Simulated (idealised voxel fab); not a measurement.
Process module name: voxel capacitor over wiring
Cross-section cut spans 290 nm and uses square cells 5 nm in size.
In what follows, cross-sections appear as grids of square cells, described through bands that run from the top down, where every band is one or more rows of cells.
Heads up on the band format: heights come first, top then bottom, in nm. After that it's the materials left to right, each with its width in nm. A single material flagged "all across" fills the whole band edge to edge, and "blank" means there's empty space there.
Heights are measured from 0, the level below which the as-received wafer is all one material; the lowest band has no bottom and continues downward, written as in "top 0, no bottom".
The two numbers in a width such as "30..40" mark its ends across the band: the first belongs to the top row of cells, the second to the bottom row, and from each row to the next the width moves by the same amount.
For the purposes of this document, the phrase "nothing was modified" attached to a step denotes that no cell within the cross-section was modified by that step.
Listed in "Voids, enclosed": every empty space of 8 or more cells without an open way to the top. Form: width x height at distance, the distance being from the left edge, all in nm.
That trailing text on a step's line, after the settings, is the simulator's own remark on the step.
"overlay nm" on a masked step: distance the mask lay right of its planned place, negative for left.
[The process steps that were planned are listed below]
| 1 | RECEIVE with material Si |
| 2 | CONFORMAL_DEP with material SiO2, thk nm 10 |
| 3 | CONFORMAL_DEP with material SiCN, thk nm 5 |
| 4 | DIRECTIONAL_DEP with material lowk, thk nm 15 |
| 5 | MASKED_ETCH with tone open, mask id METAL_1, width nm 30, pitch nm 100, etch materials lowk, depth nm 15, overlay nm 0 |
| 6 | MASKED_ETCH with tone open, mask id METAL_1, width nm 30, pitch nm 100, etch materials SiCN, depth nm 5, overlay nm 0 |
| 7 | CONFORMAL_DEP with material TiN, thk nm 5 |
| 8 | FILL_DEP with material Ru, thk nm 10 |
| 9 | CMP with height nm 30 |
| 10 | CONFORMAL_DEP with material SiCN, thk nm 5 |
| 11 | DIRECTIONAL_DEP with material lowk, thk nm 15 |
| 12 | DIRECTIONAL_DEP with material aC, thk nm 15 |
| 13 | PATTERN with tone open, mask id PLUG_1, material resist, width nm 15, thk nm 30, overlay nm 0 |
| 14 | DIRECTIONAL_ETCH with etch materials aC, depth nm 15 |
| 15 | STRIP with etch materials resist |
| 16 | DIRECTIONAL_ETCH with etch materials lowk, depth nm 15 |
| 17 | DIRECTIONAL_ETCH with etch materials SiCN, depth nm 5 |
| 18 | STRIP with etch materials aC |
| 19 | EPI with material Ru, thk nm 10 |
| 20 | EPI with material Ru, thk nm 10 |
| 21 | DIRECTIONAL_DEP with material TiN, thk nm 5 |
| 22 | DIRECTIONAL_DEP with material Al2O3, thk nm 5 |
| 23 | DIRECTIONAL_DEP with material TiN, thk nm 10 |
| 24 | MASKED_ETCH with tone cover, mask id UPPER_PLATE, width nm 75, etch materials TiN, depth nm 10, overlay nm 0 |
| 25 | MASKED_ETCH with tone cover, mask id UPPER_PLATE, width nm 75, etch materials Al2O3, depth nm 5, overlay nm 0 |
| 26 | DIRECTIONAL_DEP with material aC, thk nm 15 |
| 27 | PATTERN with tone cover, mask id LOWER_PLATE, material resist, width nm 85, thk nm 35, overlay nm 0 |
| 28 | DIRECTIONAL_ETCH with etch materials aC, depth nm 15 |
| 29 | STRIP with etch materials resist |
| 30 | DIRECTIONAL_ETCH with etch materials TiN, depth nm 5 |
| 31 | STRIP with etch materials aC |
| 32 | FILL_DEP with material SiO2, thk nm 15 |
| 33 | CMP with height nm 80 |
| 34 | PATTERN with tone open, mask id PLUG_2, material resist, width nm 15, thk nm 15, overlay nm 0 |
| 35 | DIRECTIONAL_ETCH with etch materials SiO2, depth nm 10 |
| 36 | STRIP with etch materials resist |
| 37 | CONFORMAL_DEP with material TiN, thk nm 5 |
| 38 | FILL_DEP with material Cu, thk nm 10 |
| 39 | CMP with height nm 80 |
| 40 | CONFORMAL_DEP with material SiN, thk nm 5 |
[As-received state of the wafer in cross-section, equivalent to post-step 1]
  top 0, no bottom = Si all across
  Voids, enclosed: none
[Wafer cross-section at module end: first of two, run to plan]
  top 85, bottom 80 = SiN all across
  top 80, bottom 75 = 105 SiO2 | 5 TiN | 5 Cu | 5 TiN | 170 SiO2
  top 75, bottom 70 = 105 SiO2 | 15 TiN | 170 SiO2
  top 70, bottom 60 = 95 SiO2 | 75 TiN | 120 SiO2
  top 60, bottom 55 = 95 SiO2 | 75 Al2O3 | 120 SiO2
  top 55, bottom 50 = 90 SiO2 | 85 TiN | 115 SiO2
  top 50, bottom 35 = 95 lowk | 15 Ru | 180 lowk
  top 35, bottom 30 = 95 SiCN | 15 Ru | 180 SiCN
  top 30, bottom 15 = 80 lowk | 5 TiN | 20 Ru | 5 TiN | 70 lowk | 5 TiN | 20 Ru | 5 TiN | 80 lowk
  top 15, bottom 10 = 80 SiCN | 30 TiN | 70 SiCN | 30 TiN | 80 SiCN
  top 10, bottom 0 = SiO2 all across
  top 0, no bottom = Si all across
  Voids, enclosed: none
[Wafer two, sectioned after the module: the first wafer's start, the first wafer's plan, and one mistake in how it was run]
  top 85, bottom 80 = SiN all across
  top 80, bottom 75 = 105 SiO2 | 5 TiN | 5 Cu | 5 TiN | 170 SiO2
  top 75, bottom 70 = 105 SiO2 | 15 TiN | 170 SiO2
  top 70, bottom 65 = SiO2 all across
  top 65, bottom 55 = 95 SiO2 | 75 TiN | 120 SiO2
  top 55, bottom 50 = 95 SiO2 | 75 Al2O3 | 120 SiO2
  top 50, bottom 35 = 95 lowk | 15 Ru | 180 lowk
  top 35, bottom 30 = 95 SiCN | 15 Ru | 180 SiCN
  top 30, bottom 15 = 80 lowk | 5 TiN | 20 Ru | 5 TiN | 70 lowk | 5 TiN | 20 Ru | 5 TiN | 80 lowk
  top 15, bottom 10 = 80 SiCN | 30 TiN | 70 SiCN | 30 TiN | 80 SiCN
  top 10, bottom 0 = SiO2 all across
  top 0, no bottom = Si all across
  Voids, enclosed: none
Short version of what went wrong: the plan's step 21 was left out and never carried out
Cell-count delta at end, second wafer over first, by material: +17 SiO2, -17 TiN
